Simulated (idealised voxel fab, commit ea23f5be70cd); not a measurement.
The name of this process module is voxel wiring stack.
We display cut, a cross-section 210 nm in width whose square cells are each 5 nm.
Heads up, the way a cross-section reads in here is a grid of square cells, handed over as bands from the top down, with every band being one or more rows of cells.
Band: top and bottom heights (nm) first, top before bottom; then materials from left to right, widths in nm. "full width" marks a sole material filling the band edge to edge. "air" denotes empty space.
Height 0 is the level under which the wafer as received is all one material. The lowest band goes on downwards, as in "from 0 down".
Width spec "30..40" -> top row of cells at first value, bottom row at second value, equal per-row change in between.
"no change occurred" (step): cross-section cells unchanged, all of them.
For the entry "Sealed cavities", the listed items are empty spaces with no open way to the top whose size is 8 cells or more; each item follows the pattern width x height at distance, where distance is from the left edge and all three are in nm.
On each step's line, the part that comes after the settings is the simulator's own comment on the step.
A step line may carry the setting "overlay nm", which, for steps involving a mask, states the distance by which the mask lay to the right of its intended position; negative values denote displacement to the left.

Intended process steps
1 RECEIVE [material Si]
2 CONFORMAL_DEP [material SiO2] [thk nm 10]
3 CONFORMAL_DEP [material SiN] [thk nm 5]
4 DIRECTIONAL_DEP [material SiO2] [thk nm 25]
5 DIRECTIONAL_DEP [material aC] [thk nm 10]
6 PATTERN [tone open] [mask id METAL_1] [material resist] [width nm 25] [pitch nm 50] [thk nm 30] [overlay nm 0]
7 DIRECTIONAL_ETCH [etch materials aC] [depth nm 10]
8 STRIP [etch materials resist]
9 DIRECTIONAL_ETCH [etch materials SiO2] [depth nm 25]
10 DIRECTIONAL_ETCH [etch materials SiN] [depth nm 5]
11 STRIP [etch materials aC]
12 CONFORMAL_DEP [material TiN] [thk nm 5]
13 FILL_DEP [material Cu] [thk nm 5]
14 CMP [height nm 40]
15 CONFORMAL_DEP [material SiCN] [thk nm 5]
16 DIRECTIONAL_DEP [material SiO2] [thk nm 25]
17 MASKED_ETCH [tone open] [mask id METAL_2_HOLES] [width nm 15] [pitch nm 50] [etch materials SiO2] [depth nm 25] [overlay nm 0]
18 MASKED_ETCH [tone open] [mask id METAL_2] [width nm 25] [pitch nm 50] [etch materials SiO2] [depth nm 15] [overlay nm 0]
19 MASKED_ETCH [tone open] [mask id METAL_2] [width nm 25] [pitch nm 50] [etch materials SiCN] [depth nm 5] [overlay nm 0]
20 CONFORMAL_DEP [material TiN] [thk nm 5]
21 FILL_DEP [material Cu] [thk nm 10]
22 CMP [height nm 70]
23 CONFORMAL_DEP [material SiCN] [thk nm 5]
24 DIRECTIONAL_DEP [material lowk] [thk nm 35]
25 PATTERN [tone open] [mask id METAL_3] [material resist] [width nm 25] [pitch nm 50] [thk nm 15] [overlay nm 0]
26 DIRECTIONAL_ETCH [etch materials lowk] [depth nm 20]
27 STRIP [etch materials resist]
28 DIRECTIONAL_DEP [material aC] [thk nm 15]
29 PATTERN [tone open] [mask id METAL_3_HOLES] [material resist] [width nm 15] [pitch nm 50] [thk nm 35] [overlay nm 0]
30 DIRECTIONAL_ETCH [etch materials aC] [depth nm 15]
31 STRIP [etch materials resist]
32 DIRECTIONAL_ETCH [etch materials lowk] [depth nm 15]
33 DIRECTIONAL_ETCH [etch materials SiCN] [depth nm 5]
34 STRIP [etch materials aC]
35 CONFORMAL_DEP [material TiN] [thk nm 5]
36 FILL_DEP [material Cu] [thk nm 5]
37 CMP [height nm 110]
38 CONFORMAL_DEP [material SiN] [thk nm 5]

As received, after step 1
  from 0 down  Si full width
  Sealed cavities: none

First of two wafers: cross-section at end of module, run per plan
  from 115 to 110  SiN full width
  from 110 to 95  lowk: 15, TiN: 5, Cu: 15, TiN: 5, lowk: 25, TiN: 5, Cu: 15, TiN: 5, lowk: 25, TiN: 5, Cu: 15, TiN: 5, lowk: 25, TiN: 5, Cu: 15, TiN: 5, lowk: 20
  from 95 to 90  lowk: 15, TiN: 5, Cu: 5, TiN: 15, lowk: 25, TiN: 5, Cu: 5, TiN: 15, lowk: 25, TiN: 5, Cu: 5, TiN: 15, lowk: 25, TiN: 5, Cu: 5, TiN: 15, lowk: 20
  from 90 to 75  lowk: 15, TiN: 5, Cu: 5, TiN: 5, lowk: 35, TiN: 5, Cu: 5, TiN: 5, lowk: 35, TiN: 5, Cu: 5, TiN: 5, lowk: 35, TiN: 5, Cu: 5, TiN: 5, lowk: 30
  from 75 to 70  SiCN: 15, TiN: 15, SiCN: 35, TiN: 15, SiCN: 35, TiN: 15, SiCN: 35, TiN: 15, SiCN: 30
  from 70 to 60  SiO2: 15, TiN: 5, Cu: 15, TiN: 5, SiO2: 25, TiN: 5, Cu: 15, TiN: 5, SiO2: 25, TiN: 5, Cu: 15, TiN: 5, SiO2: 25, TiN: 5, Cu: 15, TiN: 5, SiO2: 20
  from 60 to 55  SiO2: 15, TiN: 5, Cu: 5, TiN: 15, SiO2: 25, TiN: 5, Cu: 5, TiN: 15, SiO2: 25, TiN: 5, Cu: 5, TiN: 15, SiO2: 25, TiN: 5, Cu: 5, TiN: 15, SiO2: 20
  from 55 to 45  SiO2: 15, TiN: 5, Cu: 5, TiN: 5, SiO2: 35, TiN: 5, Cu: 5, TiN: 5, SiO2: 35, TiN: 5, Cu: 5, TiN: 5, SiO2: 35, TiN: 5, Cu: 5, TiN: 5, SiO2: 30
  from 45 to 40  SiCN: 15, TiN: 15, SiCN: 35, TiN: 15, SiCN: 35, TiN: 15, SiCN: 35, TiN: 15, SiCN: 30
  from 40 to 15  SiO2: 15, TiN: 5, Cu: 15, TiN: 5, SiO2: 25, TiN: 5, Cu: 15, TiN: 5, SiO2: 25, TiN: 5, Cu: 15, TiN: 5, SiO2: 25, TiN: 5, Cu: 15, TiN: 5, SiO2: 20
  from 15 to 10  SiN: 15, TiN: 25, SiN: 25, TiN: 25, SiN: 25, TiN: 25, SiN: 25, TiN: 25, SiN: 20
  from 10 to 0  SiO2 full width
  from 0 down  Si full width
  Sealed cavities: none

Cross-section, wafer two of two, end of module: same start and plan as wafer one, one error in execution
  from 115 to 110  SiN full width
  from 110 to 105  SiCN: 15, TiN: 15, SiCN: 35, TiN: 15, SiCN: 35, TiN: 15, SiCN: 35, TiN: 15, SiCN: 30
  from 105 to 70  SiCN full width
  from 70 to 60  SiO2: 15, TiN: 5, Cu: 15, TiN: 5, SiO2: 25, TiN: 5, Cu: 15, TiN: 5, SiO2: 25, TiN: 5, Cu: 15, TiN: 5, SiO2: 25, TiN: 5, Cu: 15, TiN: 5, SiO2: 20
  from 60 to 55  SiO2: 15, TiN: 5, Cu: 5, TiN: 15, SiO2: 25, TiN: 5, Cu: 5, TiN: 15, SiO2: 25, TiN: 5, Cu: 5, TiN: 15, SiO2: 25, TiN: 5, Cu: 5, TiN: 15, SiO2: 20
  from 55 to 45  SiO2: 15, TiN: 5, Cu: 5, TiN: 5, SiO2: 35, TiN: 5, Cu: 5, TiN: 5, SiO2: 35, TiN: 5, Cu: 5, TiN: 5, SiO2: 35, TiN: 5, Cu: 5, TiN: 5, SiO2: 30
  from 45 to 40  SiCN: 15, TiN: 15, SiCN: 35, TiN: 15, SiCN: 35, TiN: 15, SiCN: 35, TiN: 15, SiCN: 30
  from 40 to 15  SiO2: 15, TiN: 5, Cu: 15, TiN: 5, SiO2: 25, TiN: 5, Cu: 15, TiN: 5, SiO2: 25, TiN: 5, Cu: 15, TiN: 5, SiO2: 25, TiN: 5, Cu: 15, TiN: 5, SiO2: 20
  from 15 to 10  SiN: 15, TiN: 25, SiN: 25, TiN: 25, SiN: 25, TiN: 25, SiN: 25, TiN: 25, SiN: 20
  from 10 to 0  SiO2 full width
  from 0 down  Si full width
  Sealed cavities: none
Deviation noted in wafer processing: step 24 ran as: DIRECTIONAL_DEP [material SiCN] [thk nm 35]
at the end the second wafer has, in cells: Cu: 52 fewer; SiCN: 294 more; TiN: 64 fewer; lowk: 178 fewer
